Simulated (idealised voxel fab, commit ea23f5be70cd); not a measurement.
The process module that follows is named voxel wiring stack.
Cross-sectional view cut (width: 210 nm; square cell size: 5 nm).
Think of the cross-section as a grid of square cells. We describe it in bands, top to bottom, and each band covers one or more rows of those cells.
Basically the band line says how high the top is and how high the bottom is, in nm, and then what's in it from left to right, every material with its width in nm. Empty space shows up as "air", and if a single material carries "edge to edge" it runs the full band edge to edge.
Where do heights start? At 0: under that level the wafer as delivered is made of one material only. And the lowest band has no floor; it just carries on downward, as in "0 and below".
The notation "30->40" denotes a width that varies across the rows of cells in the band, beginning at the first number in the top row, finishing at the second number in the bottom row, and changing by an identical amount from each row to the next.
You'll sometimes find "left unchanged" written for a step, and that's the way of saying that nowhere in the cross-section did a cell change during that step.
Empty spaces counting at least 8 cells and having no open way to the top are listed in "Internal closed voids". The notation width x height at distance is used for each, the distance being from the left edge and all three values in nm.
Where a step's line continues beyond its settings, the continuation is a remark by the simulator itself on that step.
On any step carrying a mask, the "overlay nm" setting, if present on the step's line, tells how far right of its planned place the mask lay; negative values point to the left.
**Listed below are the process steps as planned**
1,RECEIVE with material Si
2,CONFORMAL_DEP with material SiO2, thk nm 10
3,DIRECTIONAL_DEP with material TiN, thk nm 5
4,DIRECTIONAL_DEP with material Ru, thk nm 25
5,DIRECTIONAL_DEP with material aC, thk nm 10
6,PATTERN with tone cover, mask id METAL_1, material resist, width nm 25, pitch nm 40, thk nm 25, overlay nm 0
7,DIRECTIONAL_ETCH with etch materials aC, depth nm 10
8,STRIP with etch materials resist
9,DIRECTIONAL_ETCH with etch materials Ru, depth nm 25
10,DIRECTIONAL_ETCH with etch materials TiN, depth nm 5
11,STRIP with etch materials aC
12,FILL_DEP with material SiO2, thk nm 5
13,CMP with height nm 40
14,CONFORMAL_DEP with material SiCN, thk nm 5
15,DIRECTIONAL_DEP with material SiO2, thk nm 15
16,MASKED_ETCH with tone open, mask id PLUG_1, width nm 15, pitch nm 40, etch materials SiO2, depth nm 15, overlay nm 0
17,MASKED_ETCH with tone open, mask id PLUG_1, width nm 15, pitch nm 40, etch materials SiCN, depth nm 5, overlay nm 0
18,CONFORMAL_DEP with material TiN, thk nm 5
19,FILL_DEP with material Ru, thk nm 10
20,CMP with height nm 60
21,CONFORMAL_DEP with material SiN, thk nm 5
22,DIRECTIONAL_DEP with material lowk, thk nm 15
23,DIRECTIONAL_DEP with material aC, thk nm 10
24,PATTERN with tone open, mask id METAL_2, material resist, width nm 25, pitch nm 40, thk nm 30, overlay nm 0
25,DIRECTIONAL_ETCH with etch materials aC, depth nm 10
26,STRIP with etch materials resist
27,DIRECTIONAL_ETCH with etch materials lowk, depth nm 15
28,DIRECTIONAL_ETCH with etch materials SiN, depth nm 5
29,STRIP with etch materials aC
30,CONFORMAL_DEP with material TiN, thk nm 5
31,FILL_DEP with material Cu, thk nm 5
32,CMP with height nm 80
33,CONFORMAL_DEP with material SiCN, thk nm 5
34,DIRECTIONAL_DEP with material SiO2, thk nm 30
35,MASKED_ETCH with tone open, mask id METAL_3_HOLES, width nm 15, pitch nm 80, etch materials SiO2, depth nm 30, overlay nm 0
36,DIRECTIONAL_DEP with material aC, thk nm 15
37,PATTERN with tone open, mask id METAL_3, material resist, width nm 25, pitch nm 40, thk nm 30, overlay nm 0
38,DIRECTIONAL_ETCH with etch materials aC, depth nm 15
39,STRIP with etch materials resist
40,DIRECTIONAL_ETCH with etch materials SiO2, depth nm 20
41,DIRECTIONAL_ETCH with etch materials SiCN, depth nm 5
42,STRIP with etch materials aC
43,CONFORMAL_DEP with material TiN, thk nm 5
44,FILL_DEP with material Cu, thk nm 10
45,CMP with height nm 115
46,CONFORMAL_DEP with material SiN, thk nm 5
**Cross-section, incoming material, after step 1**
  0 and below  Si edge to edge
  Internal closed voids: none
**Here's the cross-section of the first of our two wafers at the end of the module - it ran as planned**
  120 down to 115  SiN edge to edge
  115 down to 100  SiO2 30 | TiN 5 | Cu 15 | TiN 5 | SiO2 15 | TiN 5 | Cu 15 | TiN 5 | SiO2 15 | TiN 5 | Cu 15 | TiN 5 | SiO2 15 | TiN 5 | Cu 15 | TiN 5 | SiO2 35
  100 down to 95  SiO2 30 | TiN 5 | Cu 5 | TiN 15 | SiO2 15 | TiN 25 | SiO2 15 | TiN 5 | Cu 5 | TiN 15 | SiO2 15 | TiN 25 | SiO2 35
  95 down to 85  SiO2 30 | TiN 5 | Cu 5 | TiN 5 | SiO2 65 | TiN 5 | Cu 5 | TiN 5 | SiO2 85
  85 down to 80  SiCN 30 | TiN 15 | SiCN 65 | TiN 15 | SiCN 85
  80 down to 65  lowk 30 | TiN 5 | Cu 15 | TiN 5 | lowk 15 | TiN 5 | Cu 15 | TiN 5 | lowk 15 | TiN 5 | Cu 15 | TiN 5 | lowk 15 | TiN 5 | Cu 15 | TiN 5 | lowk 35
  65 down to 60  SiN 30 | TiN 25 | SiN 15 | TiN 25 | SiN 15 | TiN 25 | SiN 15 | TiN 25 | SiN 35
  60 down to 45  SiO2 30 | TiN 5 | Ru 5 | TiN 5 | SiO2 25 | TiN 5 | Ru 5 | TiN 5 | SiO2 25 | TiN 5 | Ru 5 | TiN 5 | SiO2 25 | TiN 5 | Ru 5 | TiN 5 | SiO2 45
  45 down to 40  SiCN 30 | TiN 15 | SiCN 25 | TiN 15 | SiCN 25 | TiN 15 | SiCN 25 | TiN 15 | SiCN 45
  40 down to 15  SiO2 30 | Ru 25 | SiO2 15 | Ru 25 | SiO2 15 | Ru 25 | SiO2 15 | Ru 25 | SiO2 35
  15 down to 10  SiO2 30 | TiN 25 | SiO2 15 | TiN 25 | SiO2 15 | TiN 25 | SiO2 15 | TiN 25 | SiO2 35
  10 down to 0  SiO2 edge to edge
  0 and below  Si edge to edge
  Internal closed voids: none
**Cross-sectional view: second of two wafers, end of module; start and plan identical to the first, one mistake in running**
  120 down to 115  SiN edge to edge
  115 down to 100  SiO2 30 | TiN 5 | Cu 15 | TiN 5 | SiO2 15 | TiN 5 | Cu 15 | TiN 5 | SiO2 15 | TiN 5 | Cu 15 | TiN 5 | SiO2 15 | TiN 5 | Cu 15 | TiN 5 | SiO2 35
  100 down to 95  SiO2 30 | TiN 5 | Cu 5 | TiN 15 | SiO2 15 | TiN 25 | SiO2 15 | TiN 5 | Cu 5 | TiN 15 | SiO2 15 | TiN 25 | SiO2 35
  95 down to 85  SiO2 30 | TiN 5 | Cu 5 | TiN 5 | SiO2 65 | TiN 5 | Cu 5 | TiN 5 | SiO2 85
  85 down to 80  SiCN 30 | TiN 15 | SiCN 65 | TiN 15 | SiCN 85
  80 down to 65  lowk 30 | TiN 5 | Cu 15 | TiN 5 | lowk 15 | TiN 5 | Cu 15 | TiN 5 | lowk 15 | TiN 5 | Cu 15 | TiN 5 | lowk 15 | TiN 5 | Cu 15 | TiN 5 | lowk 35
  65 down to 60  SiN 30 | TiN 25 | SiN 15 | TiN 25 | SiN 15 | TiN 25 | SiN 15 | TiN 25 | SiN 35
  60 down to 45  SiO2 30 | TiN 5 | Ru 5 | TiN 5 | SiO2 25 | TiN 5 | Ru 5 | TiN 5 | SiO2 25 | TiN 5 | Ru 5 | TiN 5 | SiO2 25 | TiN 5 | Ru 5 | TiN 5 | SiO2 45
  45 down to 40  SiCN 30 | TiN 15 | SiCN 25 | TiN 15 | SiCN 25 | TiN 15 | SiCN 25 | TiN 15 | SiCN 45
  40 down to 15  SiO2 35 | Ru 15 | SiO2 25 | Ru 15 | SiO2 25 | Ru 15 | SiO2 25 | Ru 15 | SiO2 40
  15 down to 10  SiO2 35 | TiN 15 | SiO2 25 | TiN 15 | SiO2 25 | TiN 15 | SiO2 25 | TiN 15 | SiO2 40
  10 down to 0  SiO2 edge to edge
  0 and below  Si edge to edge
  Internal closed voids: none
Finding, execution versus plan: step 6 deviated from plan and actually ran as PATTERN with tone cover, mask id METAL_1, material resist, width nm 15, pitch nm 40, thk nm 25, overlay nm 0
Wafer comparison, final, in cells, second relative to first, materials more or fewer: Ru -40; SiO2 +48; TiN -8
